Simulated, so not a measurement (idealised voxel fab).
Process module under the name voxel transistor to metal
Cross-sectional view cut (width: 155 nm; square cell size: 5 nm).
Each cross-section below is a grid of square cells, stated as bands in top-down order, with one or more rows of cells making up each band. Within each band entry, the heights of the top and of the bottom of the band appear first, in that order and in nm; the materials of the band then follow from left to right, each with its corresponding width in nm. The designation "throughout" on a single material indicates that it fills the band from edge to edge; the designation "air" indicates empty space. Height 0 is the level under which the wafer as received is all one material. The lowest band goes on downwards, as in "0 down". The notation "30..40" denotes a width that varies across the rows of cells in the band, beginning at the first number in the top row, finishing at the second number in the bottom row, and changing by an identical amount from each row to the next. Any step labelled "identical to before" changed none of the cells in the cross-section. Closed-off voids of 8+ cells (no open route to the top) go in "Sealed void listing", written width x height at distance from the left edge, in nm. On a step's line, text after the settings is the simulator commenting on that step. overlay nm: how far to the right of its planned place the mask lay on this masked step (negative: to the left). Reading guide: pairs of cross-sections, before and after one process step; after view cut off at lowest changed band; step and settings listed under each pair. Pairs may stem from different runs of this module on the same starting wafer; continuity with the pair above only where the "Prior to processing" entry states it.
Prior to processing
  25 to 20: air=45  SiN=10  air=5  SiCN=30  air=5  SiN=10  air=50
  20 to 15: air=45  SiN=10  SiO2=5  SiCN=30  SiO2=5  SiN=10  air=50
  15 to 5: air=45  SiN=10  SiO2=5  polySi=30  SiO2=5  SiN=10  air=50
  5 to 0: air=15  SiN=10  SiGe=20  SiN=10  SiO2=5  polySi=30  SiO2=5  SiN=10  SiGe=20  SiN=10  air=20
  0 to -5: SiO2=15  SiN=10  SiGe=20  SiN=10  SiO2=5  polySi=30  SiO2=5  SiN=10  SiGe=20  SiN=10  SiO2=20
  -5 to -10: SiO2=25  SiGe=20  SiO2=60  SiGe=20  SiO2=30
  -10 to -25: SiO2=15  Si=10  SiGe=20  Si=60  SiGe=20  Si=10  SiO2=20
  -25 to -40: SiO2=15  Si=120  SiO2=20
  -40 down: Si throughout
  Sealed void listing: none
Cross-Section After Step
  25 to 20: air=45  SiN=10  air=5  SiCN=30  air=5  SiN=10  air=50
  20 to 15: air=10  SiGe=35  SiN=10  SiO2=5  SiCN=30  SiO2=5  SiN=10  SiGe=35  air=15
  15 to 5: air=10  SiGe=35  SiN=10  SiO2=5  polySi=30  SiO2=5  SiN=10  SiGe=35  air=15
  5 to 0: air=10  SiGe=5  SiN=10  SiGe=20  SiN=10  SiO2=5  polySi=30  SiO2=5  SiN=10  SiGe=20  SiN=10  SiGe=5  air=15
  Below 0, the layers are the same as they were.
  Sealed void listing: none
Transition step, before and after shown above: EPI [material SiGe] [thk nm 15]
Prior to processing: it's just the after picture from the pair right above this one.
Cross-Section After Step
  35 to 25: SiO2 throughout
  25 to 20: SiO2=45  SiN=10  SiO2=5  SiCN=30  SiO2=5  SiN=10  SiO2=50
  20 to 15: SiO2=10  SiGe=35  SiN=10  SiO2=5  SiCN=30  SiO2=5  SiN=10  SiGe=35  SiO2=15
  15 to 5: SiO2=10  SiGe=35  SiN=10  SiO2=5  polySi=30  SiO2=5  SiN=10  SiGe=35  SiO2=15
  5 to 0: SiO2=10  SiGe=5  SiN=10  SiGe=20  SiN=10  SiO2=5  polySi=30  SiO2=5  SiN=10  SiGe=20  SiN=10  SiGe=5  SiO2=15
  Below 0, the layers are the same as they were.
  Sealed void listing: none
Transition step, before and after shown above: FILL_DEP [material SiO2] [thk nm 10]
Prior to processing: it's just the after picture from the pair right above this one.
Cross-Section After Step
  15 to 5: SiO2=10  SiGe=35  SiN=10  SiO2=5  polySi=30  SiO2=5  SiN=10  SiGe=35  SiO2=15
  Below 5, the layers are the same as they were.
  Sealed void listing: none
Transition step, before and after shown above: CMP [height nm 15]
Prior to processing: it's just the after picture from the pair right above this one.
Cross-Section After Step
  15 to 5: SiO2=10  SiGe=35  SiN=10  SiO2=5  air=30  SiO2=5  SiN=10  SiGe=35  SiO2=15
  5 to 0: SiO2=10  SiGe=5  SiN=10  SiGe=20  SiN=10  SiO2=5  air=30  SiO2=5  SiN=10  SiGe=20  SiN=10  SiGe=5  SiO2=15
  0 to -5: SiO2=15  SiN=10  SiGe=20  SiN=10  SiO2=5  air=30  SiO2=5  SiN=10  SiGe=20  SiN=10  SiO2=20
  Below -5, the layers are the same as they were.
  Sealed void listing: none
Transition step, before and after shown above: STRIP [etch materials polySi]
Prior to processing: it's just the after picture from the pair right above this one.
Cross-Section After Step
  15 to 10: air=10  SiGe=35  SiN=10  air=40  SiN=10  SiGe=35  air=15
  10 to 5: SiO2=10  SiGe=35  SiN=10  air=40  SiN=10  SiGe=35  SiO2=15
  5 to 0: SiO2=10  SiGe=5  SiN=10  SiGe=20  SiN=10  air=40  SiN=10  SiGe=20  SiN=10  SiGe=5  SiO2=15
  0 to -5: SiO2=15  SiN=10  SiGe=20  SiN=10  air=40  SiN=10  SiGe=20  SiN=10  SiO2=20
  -5 to -10: SiO2=25  SiGe=20  SiO2=10  air=40  SiO2=10  SiGe=20  SiO2=30
  Below -10, the layers are the same as they were.
  Sealed void listing: none
Transition step, before and after shown above: SELECTIVE_ETCH [etch materials SiO2] [depth nm 5]
Prior to processing: it's just the after picture from the pair right above this one.
Cross-Section After Step
  20 to 15: air=5  HfO2=55  air=30  HfO2=55  air=10
  15 to 10: HfO2=10  SiGe=35  SiN=10  HfO2=5  air=30  HfO2=5  SiN=10  SiGe=35  HfO2=15
  10 to 5: SiO2=10  SiGe=35  SiN=10  HfO2=5  air=30  HfO2=5  SiN=10  SiGe=35  SiO2=15
  5 to 0: SiO2=10  SiGe=5  SiN=10  SiGe=20  SiN=10  HfO2=5  air=30  HfO2=5  SiN=10  SiGe=20  SiN=10  SiGe=5  SiO2=15
  0 to -5: SiO2=15  SiN=10  SiGe=20  SiN=10  HfO2=5  air=30  HfO2=5  SiN=10  SiGe=20  SiN=10  SiO2=20
  -5 to -10: SiO2=25  SiGe=20  SiO2=10  HfO2=40  SiO2=10  SiGe=20  SiO2=30
  Below -10, the layers are the same as they were.
  Sealed void listing: none
Transition step, before and after shown above: CONFORMAL_DEP [material HfO2] [thk nm 5]
Prior to processing: it's just the after picture from the pair right above this one.
Cross-Section After Step
  25 to 20: TiN=65  air=20  TiN=65  air=5
  20 to 15: TiN=5  HfO2=55  TiN=5  air=20  TiN=5  HfO2=55  TiN=10
  15 to 10: HfO2=10  SiGe=35  SiN=10  HfO2=5  TiN=5  air=20  TiN=5  HfO2=5  SiN=10  SiGe=35  HfO2=15
  10 to 5: SiO2=10  SiGe=35  SiN=10  HfO2=5  TiN=5  air=20  TiN=5  HfO2=5  SiN=10  SiGe=35  SiO2=15
  5 to 0: SiO2=10  SiGe=5  SiN=10  SiGe=20  SiN=10  HfO2=5  TiN=5  air=20  TiN=5  HfO2=5  SiN=10  SiGe=20  SiN=10  SiGe=5  SiO2=15
  0 to -5: SiO2=15  SiN=10  SiGe=20  SiN=10  HfO2=5  TiN=30  HfO2=5  SiN=10  SiGe=20  SiN=10  SiO2=20
  Below -5, the layers are the same as they were.
  Sealed void listing: none
Transition step, before and after shown above: CONFORMAL_DEP [material TiN] [thk nm 5]
Prior to processing: it's just the after picture from the pair right above this one.
Cross-Section After Step
  35 to 25: W throughout
  25 to 20: TiN=65  W=20  TiN=65  W=5
  20 to 15: TiN=5  HfO2=55  TiN=5  W=20  TiN=5  HfO2=55  TiN=10
  15 to 10: HfO2=10  SiGe=35  SiN=10  HfO2=5  TiN=5  W=20  TiN=5  HfO2=5  SiN=10  SiGe=35  HfO2=15
  10 to 5: SiO2=10  SiGe=35  SiN=10  HfO2=5  TiN=5  W=20  TiN=5  HfO2=5  SiN=10  SiGe=35  SiO2=15
  5 to 0: SiO2=10  SiGe=5  SiN=10  SiGe=20  SiN=10  HfO2=5  TiN=5  W=20  TiN=5  HfO2=5  SiN=10  SiGe=20  SiN=10  SiGe=5  SiO2=15
  Below 0, the layers are the same as they were.
  Sealed void listing: none
Transition step, before and after shown above: FILL_DEP [material W] [thk nm 10]
Prior to processing: it's just the after picture from the pair right above this one.
Cross-Section After Step
  10 to 5: SiO2=10  SiGe=35  SiN=10  HfO2=5  TiN=5  W=20  TiN=5  HfO2=5  SiN=10  SiGe=35  SiO2=15
  Below 5, the layers are the same as they were.
  Sealed void listing: none
Transition step, before and after shown above: CMP [height nm 10]
Prior to processing: it's just the after picture from the pair right above this one.
Cross-Section After Step
  25 to 10: SiO2 throughout
  Below 10, the layers are the same as they were.
  Sealed void listing: none
Transition step, before and after shown above: DIRECTIONAL_DEP [material SiO2] [thk nm 15]
Prior to processing: it's just the after picture from the pair right above this one.
Cross-Section After Step
  40 to 25: aC throughout
  Below 25, the layers are the same as they were.
  Sealed void listing: none
Transition step, before and after shown above: DIRECTIONAL_DEP [material aC] [thk nm 15]
Prior to processing: it's just the after picture from the pair right above this one.
Cross-Section After Step
  70 to 40: resist=25  air=20  resist=60  air=20  resist=30
  Below 40, the layers are the same as they were.
  Sealed void listing: none
Transition step, before and after shown above: PATTERN [tone open] [mask id CONTACT] [material resist] [width nm 20] [pitch nm 80] [thk nm 30] [overlay nm 0]
Prior to processing: it's just the after picture from the pair right above this one.
Cross-Section After Step
  55 to 40: resist=25  air=20  resist=60  air=20  resist=30
  40 to 25: aC=25  air=20  aC=60  air=20  aC=30
  Below 25, the layers are the same as they were.
  Sealed void listing: none
Transition step, before and after shown above: DIRECTIONAL_ETCH [etch materials aC] [depth nm 15]
Prior to processing: it's just the after picture from the pair right above this one.
Cross-Section After Step
  40 to 25: aC=25  air=20  aC=60  air=20  aC=30
  Below 25, the layers are the same as they were.
  Sealed void listing: none
Transition step, before and after shown above: STRIP [etch materials resist]
Prior to processing: it's just the after picture from the pair right above this one.
Cross-Section After Step
  40 to 25: aC=25  air=20  aC=60  air=20  aC=30
  25 to 10: SiO2=25  air=20  SiO2=60  air=20  SiO2=30
  Below 10, the layers are the same as they were.
  Sealed void listing: none
Transition step, before and after shown above: DIRECTIONAL_ETCH [etch materials SiO2] [depth nm 20]
Prior to processing: it's just the after picture from the pair right above this one.
Cross-Section After Step
  25 to 10: SiO2=25  air=20  SiO2=60  air=20  SiO2=30
  Below 10, the layers are the same as they were.
  Sealed void listing: none
Transition step, before and after shown above: STRIP [etch materials aC]
Prior to processing: it's just the after picture from the pair right above this one.
Cross-Section After Step
  30 to 25: TiN=30  air=10  TiN=70  air=10  TiN=35
  25 to 15: SiO2=25  TiN=5  air=10  TiN=5  SiO2=60  TiN=5  air=10  TiN=5  SiO2=30
  15 to 10: SiO2=25  TiN=20  SiO2=60  TiN=20  SiO2=30
  Below 10, the layers are the same as they were.
  Sealed void listing: none
Transition step, before and after shown above: CONFORMAL_DEP [material TiN] [thk nm 5]
Prior to processing: it's just the after picture from the pair right above this one.
Cross-Section After Step
  35 to 30: W throughout
  30 to 25: TiN=30  W=10  TiN=70  W=10  TiN=35
  25 to 15: SiO2=25  TiN=5  W=10  TiN=5  SiO2=60  TiN=5  W=10  TiN=5  SiO2=30
  Below 15, the layers are the same as they were.
  Sealed void listing: none
Transition step, before and after shown above: FILL_DEP [material W] [thk nm 5]
Prior to processing: it's just the after picture from the pair right above this one.
Cross-Section After Step
  25 to 15: SiO2=25  TiN=5  W=10  TiN=5  SiO2=60  TiN=5  W=10  TiN=5  SiO2=30
  Below 15, the layers are the same as they were.
  Sealed void listing: none
Transition step, before and after shown above: CMP [height nm 25]
Prior to processing: it's just the after picture from the pair right above this one.
Cross-Section After Step
  30 to 25: TiN throughout
  Below 25, the layers are the same as they were.
  Sealed void listing: none
Transition step, before and after shown above: DIRECTIONAL_DEP [material TiN] [thk nm 5]
Prior to processing: it's just the after picture from the pair right above this one.
Cross-Section After Step
  45 to 30: W throughout
  Below 30, the layers are the same as they were.
  Sealed void listing: none
Transition step, before and after shown above: DIRECTIONAL_DEP [material W] [thk nm 15]
Prior to processing: it's just the after picture from the pair right above this one.
Cross-Section After Step
  45 to 30: air=25  W=20  air=60  W=20  air=30
  Below 30, the layers are the same as they were.
  Sealed void listing: none
Transition step, before and after shown above: MASKED_ETCH [tone cover] [mask id METAL_1] [width nm 20] [pitch nm 80] [etch materials W] [depth nm 15] [overlay nm 0]
Prior to processing: it's just the after picture from the pair right above this one.
Cross-Section After Step
  45 to 30: air=25  W=20  air=60  W=20  air=30
  30 to 25: air=25  TiN=20  air=60  TiN=20  air=30
  Below 25, the layers are the same as they were.
  Sealed void listing: none
Transition step, before and after shown above: MASKED_ETCH [tone cover] [mask id METAL_1] [width nm 20] [pitch nm 80] [etch materials TiN] [depth nm 5] [overlay nm 0]
Prior to processing: it's just the after picture from the pair right above this one.
Cross-Section After Step
  50 to 45: SiO2 throughout
  45 to 30: SiO2=25  W=20  SiO2=60  W=20  SiO2=30
  30 to 25: SiO2=25  TiN=20  SiO2=60  TiN=20  SiO2=30
  Below 25, the layers are the same as they were.
  Sealed void listing: none
Transition step, before and after shown above: FILL_DEP [material SiO2] [thk nm 5]
Prior to processing: it's just the after picture from the pair right above this one.
Cross-Section After Step
  45 to 30: SiO2=25  W=20  SiO2=60  W=20  SiO2=30
  Below 30, the layers are the same as they were.
  Sealed void listing: none
Transition step, before and after shown above: CMP [height nm 45]
Prior to processing: it's just the after picture from the pair right above this one.
Cross-Section After Step
  50 to 45: SiCN throughout
  Below 45, the layers are the same as they were.
  Sealed void listing: none
Transition step, before and after shown above: CONFORMAL_DEP [material SiCN] [thk nm 5]
Prior to processing
  20 to 15: air=40  TiN=20  air=30  TiN=20  air=45
  15 to 10: TiN=45  SiN=10  TiN=5  air=30  TiN=5  SiN=10  TiN=50
  10 to 5: SiO2=45  SiN=10  TiN=5  air=30  TiN=5  SiN=10  SiO2=50
  5 to -5: SiO2=15  SiN=10  SiGe=20  SiN=10  TiN=5  air=30  TiN=5  SiN=10  SiGe=20  SiN=10  SiO2=20
  -5 to -10: SiO2=25  SiGe=20  SiO2=10  TiN=40  SiO2=10  SiGe=20  SiO2=30
  -10 to -25: SiO2=15  Si=10  SiGe=20  Si=60  SiGe=20  Si=10  SiO2=20
  -25 to -40: SiO2=15  Si=120  SiO2=20
  -40 down: Si throughout
  Sealed void listing: none
Cross-Section After Step
  25 to 20: air=35  HfO2=30  air=20  HfO2=30  air=40
  20 to 15: HfO2=40  TiN=20  HfO2=5  air=20  HfO2=5  TiN=20  HfO2=45
  15 to 10: TiN=45  SiN=10  TiN=5  HfO2=5  air=20  HfO2=5  TiN=5  SiN=10  TiN=50
  10 to 5: SiO2=45  SiN=10  TiN=5  HfO2=5  air=20  HfO2=5  TiN=5  SiN=10  SiO2=50
  5 to 0: SiO2=15  SiN=10  SiGe=20  SiN=10  TiN=5  HfO2=5  air=20  HfO2=5  TiN=5  SiN=10  SiGe=20  SiN=10  SiO2=20
  0 to -5: SiO2=15  SiN=10  SiGe=20  SiN=10  TiN=5  HfO2=30  TiN=5  SiN=10  SiGe=20  SiN=10  SiO2=20
  Below -5, the layers are the same as they were.
  Sealed void listing: none
Transition step, before and after shown above: CONFORMAL_DEP [material HfO2] [thk nm 5]
Prior to processing: it's just the after picture from the pair right above this one.
Cross-Section After Step
  35 to 25: W throughout
  25 to 20: W=35  HfO2=30  W=20  HfO2=30  W=40
  20 to 15: HfO2=40  TiN=20  HfO2=5  W=20  HfO2=5  TiN=20  HfO2=45
  15 to 10: TiN=45  SiN=10  TiN=5  HfO2=5  W=20  HfO2=5  TiN=5  SiN=10  TiN=50
  10 to 5: SiO2=45  SiN=10  TiN=5  HfO2=5  W=20  HfO2=5  TiN=5  SiN=10  SiO2=50
  5 to 0: SiO2=15  SiN=10  SiGe=20  SiN=10  TiN=5  HfO2=5  W=20  HfO2=5  TiN=5  SiN=10  SiGe=20  SiN=10  SiO2=20
  Below 0, the layers are the same as they were.
  Sealed void listing: none
Transition step, before and after shown above: FILL_DEP [material W] [thk nm 10]
Prior to processing: it's just the after picture from the pair right above this one.
Cross-Section After Step
  10 to 5: SiO2=45  SiN=10  TiN=5  HfO2=5  W=20  HfO2=5  TiN=5  SiN=10  SiO2=50
  Below 5, the layers are the same as they were.
  Sealed void listing: none
Transition step, before and after shown above: CMP [height nm 10]
Prior to processing: it's just the after picture from the pair right above this one.
Cross-Section After Step
  25 to 10: SiO2 throughout
  Below 10, the layers are the same as they were.
  Sealed void listing: none
Transition step, before and after shown above: DIRECTIONAL_DEP [material SiO2] [thk nm 15]
Prior to processing: it's just the after picture from the pair right above this one.
Cross-Section After Step
  40 to 25: aC throughout
  Below 25, the layers are the same as they were.
  Sealed void listing: none
Transition step, before and after shown above: DIRECTIONAL_DEP [material aC] [thk nm 15]
Prior to processing: it's just the after picture from the pair right above this one.
Cross-Section After Step
  70 to 40: resist=25  air=20  resist=60  air=20  resist=30
  Below 40, the layers are the same as they were.
  Sealed void listing: none
Transition step, before and after shown above: PATTERN [tone open] [mask id CONTACT] [material resist] [width nm 20] [pitch nm 80] [thk nm 30] [overlay nm 0]
Prior to processing: it's just the after picture from the pair right above this one.
Cross-Section After Step
  55 to 40: resist=25  air=20  resist=60  air=20  resist=30
  40 to 25: aC=25  air=20  aC=60  air=20  aC=30
  Below 25, the layers are the same as they were.
  Sealed void listing: none
Transition step, before and after shown above: DIRECTIONAL_ETCH [etch materials aC] [depth nm 15]
Prior to processing: it's just the after picture from the pair right above this one.
Cross-Section After Step
  40 to 25: aC=25  air=20  aC=60  air=20  aC=30
  Below 25, the layers are the same as they were.
  Sealed void listing: none
Transition step, before and after shown above: STRIP [etch materials resist]
Prior to processing: it's just the after picture from the pair right above this one.
Cross-Section After Step
  40 to 25: aC=25  air=20  aC=60  air=20  aC=30
  25 to 10: SiO2=25  air=20  SiO2=60  air=20  SiO2=30
  10 to 5: SiO2=25  air=20  SiN=10  TiN=5  HfO2=5  W=20  HfO2=5  TiN=5  SiN=10  air=20  SiO2=30
  Below 5, the layers are the same as they were.
  Sealed void listing: none
Transition step, before and after shown above: DIRECTIONAL_ETCH [etch materials SiO2] [depth nm 20]
Prior to processing: it's just the after picture from the pair right above this one.
Cross-Section After Step
  25 to 10: SiO2=25  air=20  SiO2=60  air=20  SiO2=30
  Below 10, the layers are the same as they were.
  Sealed void listing: none
Transition step, before and after shown above: STRIP [etch materials aC]
Prior to processing: it's just the after picture from the pair right above this one.
Cross-Section After Step
  30 to 25: TiN=30  air=10  TiN=70  air=10  TiN=35
  25 to 10: SiO2=25  TiN=5  air=10  TiN=5  SiO2=60  TiN=5  air=10  TiN=5  SiO2=30
  10 to 5: SiO2=25  TiN=20  SiN=10  TiN=5  HfO2=5  W=20  HfO2=5  TiN=5  SiN=10  TiN=20  SiO2=30
  Below 5, the layers are the same as they were.
  Sealed void listing: none
Transition step, before and after shown above: CONFORMAL_DEP [material TiN] [thk nm 5]
Prior to processing: it's just the after picture from the pair right above this one.
Cross-Section After Step
  35 to 30: W throughout
  30 to 25: TiN=30  W=10  TiN=70  W=10  TiN=35
  25 to 10: SiO2=25  TiN=5  W=10  TiN=5  SiO2=60  TiN=5  W=10  TiN=5  SiO2=30
  Below 10, the layers are the same as they were.
  Sealed void listing: none
Transition step, before and after shown above: FILL_DEP [material W] [thk nm 5]
Prior to processing: it's just the after picture from the pair right above this one.
Cross-Section After Step
  25 to 10: SiO2=25  TiN=5  W=10  TiN=5  SiO2=60  TiN=5  W=10  TiN=5  SiO2=30
  Below 10, the layers are the same as they were.
  Sealed void listing: none
Transition step, before and after shown above: CMP [height nm 25]
Prior to processing: it's just the after picture from the pair right above this one.
Cross-Section After Step
  30 to 25: TiN throughout
  Below 25, the layers are the same as they were.
  Sealed void listing: none
Transition step, before and after shown above: DIRECTIONAL_DEP [material TiN] [thk nm 5]
Prior to processing: it's just the after picture from the pair right above this one.
Cross-Section After Step
  45 to 30: W throughout
  Below 30, the layers are the same as they were.
  Sealed void listing: none
Transition step, before and after shown above: DIRECTIONAL_DEP [material W] [thk nm 15]
Prior to processing: it's just the after picture from the pair right above this one.
Cross-Section After Step
  45 to 30: air=25  W=20  air=60  W=20  air=30
  Below 30, the layers are the same as they were.
  Sealed void listing: none
Transition step, before and after shown above: MASKED_ETCH [tone cover] [mask id METAL_1] [width nm 20] [pitch nm 80] [etch materials W] [depth nm 15] [overlay nm 0]
Prior to processing: it's just the after picture from the pair right above this one.
Cross-Section After Step
  45 to 30: air=25  W=20  air=60  W=20  air=30
  30 to 25: air=25  TiN=20  air=60  TiN=20  air=30
  Below 25, the layers are the same as they were.
  Sealed void listing: none
Transition step, before and after shown above: MASKED_ETCH [tone cover] [mask id METAL_1] [width nm 20] [pitch nm 80] [etch materials TiN] [depth nm 5] [overlay nm 0]
Prior to processing: it's just the after picture from the pair right above this one.
Cross-Section After Step
  50 to 45: SiO2 throughout
  45 to 30: SiO2=25  W=20  SiO2=60  W=20  SiO2=30
  30 to 25: SiO2=25  TiN=20  SiO2=60  TiN=20  SiO2=30
  Below 25, the layers are the same as they were.
  Sealed void listing: none
Transition step, before and after shown above: FILL_DEP [material SiO2] [thk nm 5]
Prior to processing: it's just the after picture from the pair right above this one.
Cross-Section After Step
  45 to 30: SiO2=25  W=20  SiO2=60  W=20  SiO2=30
  Below 30, the layers are the same as they were.
  Sealed void listing: none
Transition step, before and after shown above: CMP [height nm 45]
Prior to processing: it's just the after picture from the pair right above this one.
Cross-Section After Step
  50 to 45: SiCN throughout
  Below 45, the layers are the same as they were.
  Sealed void listing: none
Transition step, before and after shown above: CONFORMAL_DEP [material SiCN] [thk nm 5]
Prior to processing
  35 to 25: W throughout
  25 to 20: W=35  TiN=30  W=20  TiN=30  W=40
  20 to 15: TiN=40  HfO2=20  TiN=5  W=20  TiN=5  HfO2=20  TiN=45
  15 to 10: HfO2=45  SiN=10  HfO2=5  TiN=5  W=20  TiN=5  HfO2=5  SiN=10  HfO2=50
  10 to 5: SiO2=45  SiN=10  HfO2=5  TiN=5  W=20  TiN=5  HfO2=5  SiN=10  SiO2=50
  5 to 0: SiO2=15  SiN=10  SiGe=20  SiN=10  HfO2=5  TiN=5  W=20  TiN=5  HfO2=5  SiN=10  SiGe=20  SiN=10  SiO2=20
  0 to -5: SiO2=15  SiN=10  SiGe=20  SiN=10  HfO2=5  TiN=30  HfO2=5  SiN=10  SiGe=20  SiN=10  SiO2=20
  -5 to -10: SiO2=25  SiGe=20  SiO2=10  HfO2=40  SiO2=10  SiGe=20  SiO2=30
  -10 to -25: SiO2=15  Si=10  SiGe=20  Si=60  SiGe=20  Si=10  SiO2=20
  -25 to -40: SiO2=15  Si=120  SiO2=20
  -40 down: Si throughout
  Sealed void listing: none
Cross-Section After Step
  0 to -5: SiO2=15  SiN=10  SiGe=20  SiN=10  HfO2=5  TiN=30  HfO2=5  SiN=10  SiGe=20  SiN=10  SiO2=20
  Below -5, the layers are the same as they were.
  Sealed void listing: none
Transition step, before and after shown above: CMP [height nm 0]
Prior to processing: it's just the after picture from the pair right above this one.
Cross-Section After Step
  15 to 0: SiO2 throughout
  Below 0, the layers are the same as they were.
  Sealed void listing: none
Transition step, before and after shown above: DIRECTIONAL_DEP [material SiO2] [thk nm 15]
Prior to processing: it's just the after picture from the pair right above this one.
Cross-Section After Step
  30 to 15: aC throughout
  Below 15, the layers are the same as they were.
  Sealed void listing: none
Transition step, before and after shown above: DIRECTIONAL_DEP [material aC] [thk nm 15]
Prior to processing: it's just the after picture from the pair right above this one.
Cross-Section After Step
  60 to 30: resist=25  air=20  resist=60  air=20  resist=30
  Below 30, the layers are the same as they were.
  Sealed void listing: none
Transition step, before and after shown above: PATTERN [tone open] [mask id CONTACT] [material resist] [width nm 20] [pitch nm 80] [thk nm 30] [overlay nm 0]
Prior to processing: it's just the after picture from the pair right above this one.
Cross-Section After Step
  45 to 30: resist=25  air=20  resist=60  air=20  resist=30
  30 to 15: aC=25  air=20  aC=60  air=20  aC=30
  Below 15, the layers are the same as they were.
  Sealed void listing: none
Transition step, before and after shown above: DIRECTIONAL_ETCH [etch materials aC] [depth nm 15]
Prior to processing: it's just the after picture from the pair right above this one.
Cross-Section After Step
  30 to 15: aC=25  air=20  aC=60  air=20  aC=30
  Below 15, the layers are the same as they were.
  Sealed void listing: none
Transition step, before and after shown above: STRIP [etch materials resist]
Prior to processing: it's just the after picture from the pair right above this one.
Cross-Section After Step
  30 to 15: aC=25  air=20  aC=60  air=20  aC=30
  15 to 0: SiO2=25  air=20  SiO2=60  air=20  SiO2=30
  Below 0, the layers are the same as they were.
  Sealed void listing: none
Transition step, before and after shown above: DIRECTIONAL_ETCH [etch materials SiO2] [depth nm 20]
Prior to processing: it's just the after picture from the pair right above this one.
Cross-Section After Step
  15 to 0: SiO2=25  air=20  SiO2=60  air=20  SiO2=30
  Below 0, the layers are the same as they were.
  Sealed void listing: none
Transition step, before and after shown above: STRIP [etch materials aC]
Prior to processing: it's just the after picture from the pair right above this one.
Cross-Section After Step
  20 to 15: TiN=30  air=10  TiN=70  air=10  TiN=35
  15 to 5: SiO2=25  TiN=5  air=10  TiN=5  SiO2=60  TiN=5  air=10  TiN=5  SiO2=30
  5 to 0: SiO2=25  TiN=20  SiO2=60  TiN=20  SiO2=30
  Below 0, the layers are the same as they were.
  Sealed void listing: none
Transition step, before and after shown above: CONFORMAL_DEP [material TiN] [thk nm 5]
Prior to processing: it's just the after picture from the pair right above this one.
Cross-Section After Step
  25 to 20: W throughout
  20 to 15: TiN=30  W=10  TiN=70  W=10  TiN=35
  15 to 5: SiO2=25  TiN=5  W=10  TiN=5  SiO2=60  TiN=5  W=10  TiN=5  SiO2=30
  Below 5, the layers are the same as they were.
  Sealed void listing: none
Transition step, before and after shown above: FILL_DEP [material W] [thk nm 5]
Prior to processing: it's just the after picture from the pair right above this one.
Cross-Section After Step
  30 to 25: TiN throughout
  Below 25, the layers are the same as they were.
  Sealed void listing: none
Transition step, before and after shown above: DIRECTIONAL_DEP [material TiN] [thk nm 5]
Prior to processing: it's just the after picture from the pair right above this one.
Cross-Section After Step
  45 to 30: W throughout
  Below 30, the layers are the same as they were.
  Sealed void listing: none
Transition step, before and after shown above: DIRECTIONAL_DEP [material W] [thk nm 15]
Prior to processing: it's just the after picture from the pair right above this one.
Cross-Section After Step
  45 to 30: air=25  W=20  air=60  W=20  air=30
  Below 30, the layers are the same as they were.
  Sealed void listing: none
Transition step, before and after shown above: MASKED_ETCH [tone cover] [mask id METAL_1] [width nm 20] [pitch nm 80] [etch materials W] [depth nm 15] [overlay nm 0]
Prior to processing: it's just the after picture from the pair right above this one.
Cross-Section After Step
  45 to 30: air=25  W=20  air=60  W=20  air=30
  30 to 25: air=25  TiN=20  air=60  TiN=20  air=30
  Below 25, the layers are the same as they were.
  Sealed void listing: none
Transition step, before and after shown above: MASKED_ETCH [tone cover] [mask id METAL_1] [width nm 20] [pitch nm 80] [etch materials TiN] [depth nm 5] [overlay nm 0]
Prior to processing: it's just the after picture from the pair right above this one.
Cross-Section After Step
  50 to 45: SiO2 throughout
  45 to 30: SiO2=25  W=20  SiO2=60  W=20  SiO2=30
  30 to 25: SiO2=25  TiN=20  SiO2=60  TiN=20  SiO2=30
  Below 25, the layers are the same as they were.
  Sealed void listing: none
Transition step, before and after shown above: FILL_DEP [material SiO2] [thk nm 5]
Prior to processing: it's just the after picture from the pair right above this one.
Cross-Section After Step
  45 to 30: SiO2=25  W=20  SiO2=60  W=20  SiO2=30
  Below 30, the layers are the same as they were.
  Sealed void listing: none
Transition step, before and after shown above: CMP [height nm 45]
Prior to processing: it's just the after picture from the pair right above this one.
Cross-Section After Step
  50 to 45: SiCN throughout
  Below 45, the layers are the same as they were.
  Sealed void listing: none
Transition step, before and after shown above: CONFORMAL_DEP [material SiCN] [thk nm 5]
Prior to processing
  40 to 25: aC throughout
  25 to 10: SiO2 throughout
  10 to 5: SiO2=45  SiN=10  HfO2=5  TiN=5  W=20  TiN=5  HfO2=5  SiN=10  SiO2=50
  5 to 0: SiO2=15  SiN=10  SiGe=20  SiN=10  HfO2=5  TiN=5  W=20  TiN=5  HfO2=5  SiN=10  SiGe=20  SiN=10  SiO2=20
  0 to -5: SiO2=15  SiN=10  SiGe=20  SiN=10  HfO2=5  TiN=30  HfO2=5  SiN=10  SiGe=20  SiN=10  SiO2=20
  -5 to -10: SiO2=25  SiGe=20  SiO2=10  HfO2=40  SiO2=10  SiGe=20  SiO2=30
  -10 to -25: SiO2=15  Si=10  SiGe=20  Si=60  SiGe=20  Si=10  SiO2=20
  -25 to -40: SiO2=15  Si=120  SiO2=20
  -40 down: Si throughout
  Sealed void listing: none
Cross-Section After Step
  70 to 40: resist=20  air=30  resist=50  air=30  resist=25
  Below 40, the layers are the same as they were.
  Sealed void listing: none
Transition step, before and after shown above: PATTERN [tone open] [mask id CONTACT] [material resist] [width nm 30] [pitch nm 80] [thk nm 30] [overlay nm 0]
Prior to processing: it's just the after picture from the pair right above this one.
Cross-Section After Step
  55 to 40: resist=20  air=30  resist=50  air=30  resist=25
  40 to 25: aC=20  air=30  aC=50  air=30  aC=25
  Below 25, the layers are the same as they were.
  Sealed void listing: none
Transition step, before and after shown above: DIRECTIONAL_ETCH [etch materials aC] [depth nm 15]
Prior to processing: it's just the after picture from the pair right above this one.
Cross-Section After Step
  40 to 25: aC=20  air=30  aC=50  air=30  aC=25
  Below 25, the layers are the same as they were.
  Sealed void listing: none
Transition step, before and after shown above: STRIP [etch materials resist]
Prior to processing: it's just the after picture from the pair right above this one.
Cross-Section After Step
  40 to 25: aC=20  air=30  aC=50  air=30  aC=25
  25 to 10: SiO2=20  air=30  SiO2=50  air=30  SiO2=25
  10 to 5: SiO2=20  air=25  SiN=10  HfO2=5  TiN=5  W=20  TiN=5  HfO2=5  SiN=10  air=25  SiO2=25
  Below 5, the layers are the same as they were.
  Sealed void listing: none
Transition step, before and after shown above: DIRECTIONAL_ETCH [etch materials SiO2] [depth nm 20]
Prior to processing: it's just the after picture from the pair right above this one.
Cross-Section After Step
  25 to 10: SiO2=20  air=30  SiO2=50  air=30  SiO2=25
  Below 10, the layers are the same as they were.
  Sealed void listing: none
Transition step, before and after shown above: STRIP [etch materials aC]
